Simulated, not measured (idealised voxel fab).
process module | voxel tone inversion
cross-section cut | 285 nm wide | cells 5 nm
A cross-section is a grid of square cells, given in bands from the top down. A band is one or more rows of cells.
Each band's line starts with the height of the band's top and of its bottom, in nm. Then come its materials from left to right, each with its width in nm. One material with "throughout" fills the band from edge to edge. "air" is empty space.
Height 0 is the level under which the wafer as received is all one material. The lowest band goes on downwards, as in "0 down".
A width such as "30 to 40" changes by the same amount from each row of cells to the next, from the band's top row to its bottom row.
"no change" after a step means that no cell of the cross-section changed.
closed voids: empty space of 8 cells or more with no open way to the top, each as width x height at its distance from the left edge, in nm
after a step's settings: what the simulator itself notes on the step
overlay nm, on a step with a mask: how far to the right of its planned place the mask lay; to the left if negative
plan
1 op RECEIVE | material Si
2 op CONFORMAL_DEP | material SiN | thk nm 5
3 op DIRECTIONAL_DEP | material aC | thk nm 20
4 op PATTERN | tone cover | mask id POSTS | material resist | width nm 15 | pitch nm 45 | thk nm 30 | overlay nm 0
5 op DIRECTIONAL_ETCH | etch materials aC | depth nm 20
6 op STRIP | etch materials resist
7 op FILL_DEP | material lowk | thk nm 10
8 op CMP | height nm 25
9 op STRIP | etch materials aC
as received, after step 1
  0 down: Si throughout
  closed voids: none
a wafer at the end: this start, this plan, one mistake
  25 to 20: lowk throughout
  20 to 0: lowk 110 | aC 15 | lowk 30 | aC 15 | lowk 115
  0 down: Si throughout
  closed voids: none
what went wrong: step 2 was left out
